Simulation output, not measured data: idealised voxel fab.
process module | voxel gate over fins
cross-section cut | 215 nm wide | cells 5 nm
A cross-section is a grid of square cells, given in bands from the top down. A band is one or more rows of cells.
Each band's line starts with the height of the band's top and of its bottom, in nm. Then come its materials from left to right, each with its width in nm. One material with "throughout" fills the band from edge to edge. "air" is empty space.
Height 0 is the level under which the wafer as received is all one material. The lowest band goes on downwards, as in "0 down".
A width such as "30 to 40" changes by the same amount from each row of cells to the next, from the band's top row to its bottom row.
"no change" after a step means that no cell of the cross-section changed.
closed voids: empty space of 8 cells or more with no open way to the top, each as width x height at its distance from the left edge, in nm
after a step's settings: what the simulator itself notes on the step
overlay nm, on a step with a mask: how far to the right of its planned place the mask lay; to the left if negative
plan
1 op RECEIVE | material Si
2 op CONFORMAL_DEP | material SiN | thk nm 10
3 op DIRECTIONAL_DEP | material aC | thk nm 15
4 op PATTERN | tone cover | mask id FINS | material resist | width nm 15 | pitch nm 40 | thk nm 30 | overlay nm 0
5 op DIRECTIONAL_ETCH | etch materials aC | depth nm 15
6 op STRIP | etch materials resist
7 op DIRECTIONAL_ETCH | etch materials SiN | depth nm 10
8 op DIRECTIONAL_ETCH | etch materials Si | depth nm 40
9 op STRIP | etch materials aC
10 op FILL_DEP | material SiO2 | thk nm 5
11 op CMP | height nm 10
12 op SELECTIVE_ETCH | etch materials SiO2 | depth nm 25
13 op STRIP | etch materials SiN
14 op CONFORMAL_DEP | material HfO2 | thk nm 5
15 op CONFORMAL_DEP | material TiN | thk nm 5
16 op CONFORMAL_DEP | material TiAl | thk nm 5
17 op CONFORMAL_DEP | material TiN | thk nm 5
18 op FILL_DEP | material W | thk nm 15
19 op CMP | height nm 30
20 op CONFORMAL_DEP | material SiCN | thk nm 10
as received, after step 1
  0 down: Si throughout
  closed voids: none
first wafer at the end, as planned
  40 to 30: SiCN throughout
  30 to 20: W throughout
  20 to 15: W 40 | TiN 135 | W 40
  15 to 10: W 40 | TiN 5 | TiAl 125 | TiN 5 | W 40
  10 to 5: W 40 | TiN 5 | TiAl 5 | TiN 35 | TiAl 5 | TiN 35 | TiAl 5 | TiN 35 | TiAl 5 | TiN 5 | W 40
  5 to 0: TiN 45 | TiAl 5 | TiN 5 | HfO2 25 | TiN 5 | TiAl 5 | TiN 5 | HfO2 25 | TiN 5 | TiAl 5 | TiN 5 | HfO2 25 | TiN 5 | TiAl 5 | TiN 45
  0 to -5: TiAl 50 | TiN 5 | HfO2 5 | Si 15 | HfO2 5 | TiN 5 | TiAl 5 | TiN 5 | HfO2 5 | Si 15 | HfO2 5 | TiN 5 | TiAl 5 | TiN 5 | HfO2 5 | Si 15 | HfO2 5 | TiN 5 | TiAl 50
  -5 to -10: TiN 55 | HfO2 5 | Si 15 | HfO2 5 | TiN 15 | HfO2 5 | Si 15 | HfO2 5 | TiN 15 | HfO2 5 | Si 15 | HfO2 5 | TiN 55
  -10 to -15: HfO2 60 | Si 15 | HfO2 25 | Si 15 | HfO2 25 | Si 15 | HfO2 60
  -15 to -40: SiO2 60 | Si 15 | SiO2 25 | Si 15 | SiO2 25 | Si 15 | SiO2 60
  -40 down: Si throughout
  closed voids: none
second wafer at the end: like start, like plan, one mistake
  40 to 30: SiCN throughout
  30 to 20: W throughout
  20 to 15: W 40 | TiN 135 | W 40
  15 to 10: W 40 | TiN 5 | TiAl 125 | TiN 5 | W 40
  10 to 5: W 40 | TiN 5 | TiAl 5 | TiN 35 | TiAl 5 | TiN 35 | TiAl 5 | TiN 35 | TiAl 5 | TiN 5 | W 40
  5 to 0: TiN 45 | TiAl 5 | TiN 5 | HfO2 25 | TiN 5 | TiAl 5 | TiN 5 | HfO2 25 | TiN 5 | TiAl 5 | TiN 5 | HfO2 25 | TiN 5 | TiAl 5 | TiN 45
  0 to -5: TiAl 50 | TiN 5 | HfO2 5 | Si 15 | HfO2 5 | TiN 5 | TiAl 5 | TiN 5 | HfO2 5 | Si 15 | HfO2 5 | TiN 5 | TiAl 5 | TiN 5 | HfO2 5 | Si 15 | HfO2 5 | TiN 5 | TiAl 50
  -5 to -10: TiN 55 | HfO2 5 | Si 15 | HfO2 5 | TiN 15 | HfO2 5 | Si 15 | HfO2 5 | TiN 15 | HfO2 5 | Si 15 | HfO2 5 | TiN 55
  -10 to -15: HfO2 60 | Si 15 | HfO2 25 | Si 15 | HfO2 25 | Si 15 | HfO2 60
  -15 to -35: SiO2 60 | Si 15 | SiO2 25 | Si 15 | SiO2 25 | Si 15 | SiO2 60
  -35 down: Si throughout
  closed voids: none
what went wrong: step 8 ran as: op DIRECTIONAL_ETCH | etch materials Si | depth nm 35
at the end the second wafer has, in cells: 34 more of Si | 34 fewer of SiO2
